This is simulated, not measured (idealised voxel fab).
process module | voxel gate over fins
cross-section cut | 240 nm wide | cells 5 nm
A cross-section is a grid of square cells, given in bands from the top down. A band is one or more rows of cells.
Each band's line starts with the height of the band's top and of its bottom, in nm. Then come its materials from left to right, each with its width in nm. One material with "throughout" fills the band from edge to edge. "air" is empty space.
Height 0 is the level under which the wafer as received is all one material. The lowest band goes on downwards, as in "0 down".
A width such as "30 to 40" changes by the same amount from each row of cells to the next, from the band's top row to its bottom row.
"no change" after a step means that no cell of the cross-section changed.
closed voids: empty space of 8 cells or more with no open way to the top, each as width x height at its distance from the left edge, in nm
after a step's settings: what the simulator itself notes on the step
overlay nm, on a step with a mask: how far to the right of its planned place the mask lay; to the left if negative
plan
1 op RECEIVE | material Si
2 op CONFORMAL_DEP | material SiN | thk nm 10
3 op MASKED_ETCH | tone cover | mask id FINS | width nm 15 | pitch nm 50 | etch materials SiN | depth nm 10 | overlay nm 0
4 op MASKED_ETCH | tone cover | mask id FINS | width nm 15 | pitch nm 50 | etch materials Si | depth nm 40 | overlay nm 0
5 op FILL_DEP | material SiO2 | thk nm 5
6 op CMP | height nm 10
7 op MASKED_ETCH | tone open | mask id RAIL | width nm 15 | etch materials SiO2 | depth nm 45 | overlay nm 0
8 op CONFORMAL_DEP | material TiN | thk nm 5
9 op FILL_DEP | material Ru | thk nm 5
10 op CMP | height nm 10
11 op SELECTIVE_ETCH | etch materials W Ru TiN | depth nm 30
12 op FILL_DEP | material SiO2 | thk nm 5
13 op CMP | height nm 10
14 op SELECTIVE_ETCH | etch materials SiO2 | depth nm 20
15 op STRIP | etch materials SiN
16 op CONFORMAL_DEP | material HfO2 | thk nm 5
17 op CONFORMAL_DEP | material TiN | thk nm 5
18 op FILL_DEP | material W | thk nm 15
19 op CMP | height nm 20
20 op CONFORMAL_DEP | material SiN | thk nm 10
varied across the wafers: width nm of step 4. The plan shows the first wafer's value. All wafers start alike
first wafer as received, after step 1
  0 down: Si throughout
  closed voids: none
first wafer at the end, after step 20
  30 to 20: SiN throughout
  20 to 10: W throughout
  10 to 5: W 50 | TiN 35 | W 15 | TiN 35 | W 15 | TiN 35 | W 55
  5 to 0: W 50 | TiN 5 | HfO2 25 | TiN 5 | W 15 | TiN 5 | HfO2 25 | TiN 5 | W 15 | TiN 5 | HfO2 25 | TiN 5 | W 55
  0 to -5: TiN 55 | HfO2 5 | Si 15 | HfO2 5 | TiN 25 | HfO2 5 | Si 15 | HfO2 5 | TiN 25 | HfO2 5 | Si 15 | HfO2 5 | TiN 60
  -5 to -10: HfO2 60 | Si 15 | HfO2 35 | Si 15 | HfO2 35 | Si 15 | HfO2 65
  -10 to -20: SiO2 60 | Si 15 | SiO2 35 | Si 15 | SiO2 35 | Si 15 | SiO2 65
  -20 to -30: SiO2 60 | Si 15 | SiO2 10 | TiN 5 | Ru 5 | TiN 5 | SiO2 10 | Si 15 | SiO2 35 | Si 15 | SiO2 65
  -30 to -35: SiO2 60 | Si 15 | SiO2 10 | TiN 15 | SiO2 10 | Si 15 | SiO2 35 | Si 15 | SiO2 65
  -35 to -40: SiO2 60 | Si 15 | SiO2 35 | Si 15 | SiO2 35 | Si 15 | SiO2 65
  -40 down: Si throughout
  closed voids: none
last wafer at the end
  30 to 20: SiN throughout
  20 to 10: W throughout
  10 to 5: W 45 | TiN 150 | W 45
  5 to 0: W 45 | TiN 5 | HfO2 40 | TiN 10 | HfO2 40 | TiN 10 | HfO2 40 | TiN 5 | W 45
  0 to -5: TiN 50 | HfO2 5 | Si 30 | HfO2 5 | TiN 10 | HfO2 5 | Si 30 | HfO2 5 | TiN 10 | HfO2 5 | Si 30 | HfO2 5 | TiN 50
  -5 to -10: HfO2 55 | Si 30 | HfO2 20 | Si 30 | HfO2 20 | Si 30 | HfO2 55
  -10 to -20: SiO2 55 | Si 30 | SiO2 20 | Si 30 | SiO2 20 | Si 30 | SiO2 55
  -20 to -30: SiO2 55 | Si 30 | TiN 5 | Ru 5 | TiN 5 | SiO2 5 | Si 30 | SiO2 20 | Si 30 | SiO2 55
  -30 to -35: SiO2 55 | Si 30 | TiN 15 | SiO2 5 | Si 30 | SiO2 20 | Si 30 | SiO2 55
  -35 to -40: SiO2 55 | Si 30 | SiO2 20 | Si 30 | SiO2 20 | Si 30 | SiO2 55
  -40 down: Si throughout
  closed voids: none
each wafer at the end: cells of each material gained (+) or lost (-) since it was received, then its closed voids
width nm 15 | +60 HfO2 | +2 Ru | -312 Si | +96 SiN | +225 SiO2 | +67 TiN | +150 W | closed voids: none
width nm 20 | +60 HfO2 | +2 Ru | -288 Si | +96 SiN | +207 SiO2 | +67 TiN | +144 W | closed voids: none
width nm 25 | +60 HfO2 | +2 Ru | -264 Si | +96 SiN | +189 SiO2 | +67 TiN | +138 W | closed voids: none
width nm 30 | +60 HfO2 | +2 Ru | -240 Si | +96 SiN | +171 SiO2 | +67 TiN | +132 W | closed voids: none
